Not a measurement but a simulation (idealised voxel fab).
This section sets out a process module, namely voxel ribs on slabs.
Cross-sectional view cut (width: 155 nm; square cell size: 5 nm).
Format of a cross-section: grid, square cells. Given as bands. Order: top down. Band: one or more rows of cells. Quick guide to a band line: top height, bottom height (nm) up front; then every material left to right with its width in nm. Only one material and it's marked "all across"? Then it fills the band edge to edge. And "air" just means empty space. Note: height 0 marks the level under which the wafer is uniformly one material as received. Lowest band unbounded below, written "0 -> down". Graded width ("30 to 40"): value in top row of band = first number; value in bottom row = second number; row-to-row change constant. "left unchanged" for a step: no cell of the cross-section changed in that step. What "closed voids" gives you is every empty space of 8 cells or more that is cut off from the top. Each appears as width x height at distance, with the distance taken from the left edge and width, height and distance all in nm. What comes after the settings on a step's line is commentary from the simulator itself on that step. overlay nm: where the mask lay relative to plan, measured to the right, on steps with a mask; negatives go left.

Process steps (planned):
1) RECEIVE,material Si
2) DIRECTIONAL_DEP,material SiO2,thk nm 20
3) DIRECTIONAL_DEP,material polySi,thk nm 25
4) MASKED_ETCH,tone cover,mask id RIB,width nm 30,etch materials polySi,depth nm 20,overlay nm 0
5) DIRECTIONAL_DEP,material aC,thk nm 15
6) PATTERN,tone cover,mask id SLAB,material resist,width nm 60,thk nm 35,overlay nm 0
7) DIRECTIONAL_ETCH,etch materials aC,depth nm 15
8) STRIP,etch materials resist
9) DIRECTIONAL_ETCH,etch materials polySi,depth nm 5
10) STRIP,etch materials aC
11) FILL_DEP,material SiO2,thk nm 20
12) CMP,height nm 60
13) DIRECTIONAL_DEP,material W,thk nm 10
14) PATTERN,tone cover,mask id HEATER,material resist,width nm 40,thk nm 15,overlay nm -15
15) DIRECTIONAL_ETCH,etch materials W,depth nm 10
16) STRIP,etch materials resist
17) CONFORMAL_DEP,material SiO2,thk nm 10
Heads up: all these wafers start the same, and what changes between them is the overlay nm in step 14. The value you see in the plan is just what the first wafer got.

After step 1, as received: first of several wafers, cross-section:
0 -> down: Si all across
closed voids: none

Cross-section of the first of several wafers, taken after step 17, where the module ends:
80 -> 70: air 30, SiO2 60, air 65
70 -> 60: SiO2 40, W 40, SiO2 75
60 -> 45: SiO2 all across
45 -> 25: SiO2 60, polySi 30, SiO2 65
25 -> 20: SiO2 45, polySi 60, SiO2 50
20 -> 0: SiO2 all across
0 -> down: Si all across
closed voids: none

The last wafer as seen in cross-section at the end of the module:
80 -> 70: air 60, SiO2 60, air 35
70 -> 60: SiO2 70, W 40, SiO2 45
60 -> 45: SiO2 all across
45 -> 25: SiO2 60, polySi 30, SiO2 65
25 -> 20: SiO2 45, polySi 60, SiO2 50
20 -> 0: SiO2 all across
0 -> down: Si all across
closed voids: none

Gained (+) or lost (-) cells of each material since receipt, then closed voids: one row per wafer, at the end of the module:
overlay nm -15, +406 SiO2, +16 W, +36 polySi, closed voids: none
overlay nm -10, +406 SiO2, +16 W, +36 polySi, closed voids: none
overlay nm -5, +406 SiO2, +16 W, +36 polySi, closed voids: none
overlay nm 0, +406 SiO2, +16 W, +36 polySi, closed voids: none
overlay nm 5, +406 SiO2, +16 W, +36 polySi, closed voids: none
overlay nm 10, +406 SiO2, +16 W, +36 polySi, closed voids: none
overlay nm 15, +406 SiO2, +16 W, +36 polySi, closed voids: none
